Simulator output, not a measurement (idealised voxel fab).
Process module name: voxel fin reveal
It is cross-section cut that appears here, measuring 250 nm in width, its square cells being 5 nm in size.
We lay out every cross-section as a grid of square cells and spell it out in bands from the top down, where one band means one or more rows of cells.
The entry gives the band's vertical extent as a top height and a bottom height in nm, then its horizontal make-up as materials from left to right, each with a width in nm. "air" stands for empty space; a single material marked "throughout" fills the band edge to edge.
Counting heights begins at 0, where everything beneath is, in the wafer as received, one material. The lowest band has no bottom; it goes on downwards, as "0 nm and below" shows.
Top row gets the first number, bottom row gets the second, and each row in between changes by the same step: that is how a band width like "30 to 40" works.
Step marked "nothing altered"? Then no cell in the cross-section changed in it.
"Enclosed void listing" enumerates empty spaces isolated from the top, with no open way to it, that contain at least 8 cells, giving each as width x height at distance from the left edge, all three in nm.
It should be noted that, on the line of a given step, the content following the step's settings is a remark produced by the simulator itself with respect to that step.
The setting "overlay nm" may be written on the line of a step. When the step uses a mask, the value reports how far to the right of the planned place the mask lay, and a negative value reports that it lay to the left.

Intended process steps
step 1: RECEIVE: material Si
step 2: CONFORMAL_DEP: material SiN, thk nm 10
step 3: DIRECTIONAL_DEP: material aC, thk nm 15
step 4: PATTERN: tone cover, mask id FINS, material resist, width nm 15, pitch nm 40, thk nm 35, overlay nm -15
step 5: DIRECTIONAL_ETCH: etch materials aC, depth nm 15
step 6: STRIP: etch materials resist
step 7: DIRECTIONAL_ETCH: etch materials SiN, depth nm 10
step 8: DIRECTIONAL_ETCH: etch materials Si, depth nm 30
step 9: STRIP: etch materials aC
step 10: OXIDIZE: depth nm 5
step 11: FILL_DEP: material SiO2, thk nm 5
step 12: CMP: height nm 10
step 13: SELECTIVE_ETCH: etch materials SiO2, depth nm 30
step 14: STRIP: etch materials SiN
step 15: CONFORMAL_DEP: material SiO2, thk nm 5
What sets these wafers apart? The overlay nm at step 4. They all start alike, and the plan carries the first wafer's value.

As-received cross-section, first of several wafers, post step 1
    0 nm and below: Si throughout
    Enclosed void listing: none

Shown in cross-section: the first of several wafers at the end of the module, after its last step, step 15
    5 nm to 0 nm: air 60 nm / SiO2 15 nm / air 25 nm / SiO2 15 nm / air 25 nm / SiO2 15 nm / air 95 nm
    0 nm to -15 nm: air 60 nm / SiO2 5 nm / Si 5 nm / SiO2 5 nm / air 25 nm / SiO2 5 nm / Si 5 nm / SiO2 5 nm / air 25 nm / SiO2 5 nm / Si 5 nm / SiO2 5 nm / air 95 nm
    -15 nm to -35 nm: SiO2 65 nm / Si 5 nm / SiO2 35 nm / Si 5 nm / SiO2 35 nm / Si 5 nm / SiO2 100 nm
    -35 nm and below: Si throughout
    Enclosed void listing: none

The last wafer as seen in cross-section at the end of the module
    5 nm to 0 nm: air 90 nm / SiO2 15 nm / air 25 nm / SiO2 15 nm / air 25 nm / SiO2 15 nm / air 65 nm
    0 nm to -15 nm: air 90 nm / SiO2 5 nm / Si 5 nm / SiO2 5 nm / air 25 nm / SiO2 5 nm / Si 5 nm / SiO2 5 nm / air 25 nm / SiO2 5 nm / Si 5 nm / SiO2 5 nm / air 65 nm
    -15 nm to -35 nm: SiO2 95 nm / Si 5 nm / SiO2 35 nm / Si 5 nm / SiO2 35 nm / Si 5 nm / SiO2 70 nm
    -35 nm and below: Si throughout
    Enclosed void listing: none

Rows = wafers. At module end, each row lists per material the cells gained (+) or lost (-) since the wafer was received, then the closed voids
overlay nm -15 | -329 Si | +215 SiO2 | Enclosed void listing: none
overlay nm -10 | -329 Si | +215 SiO2 | Enclosed void listing: none
overlay nm -5 | -329 Si | +215 SiO2 | Enclosed void listing: none
overlay nm 0 | -329 Si | +215 SiO2 | Enclosed void listing: none
overlay nm 5 | -329 Si | +215 SiO2 | Enclosed void listing: none
overlay nm 10 | -329 Si | +215 SiO2 | Enclosed void listing: none
overlay nm 15 | -329 Si | +215 SiO2 | Enclosed void listing: none
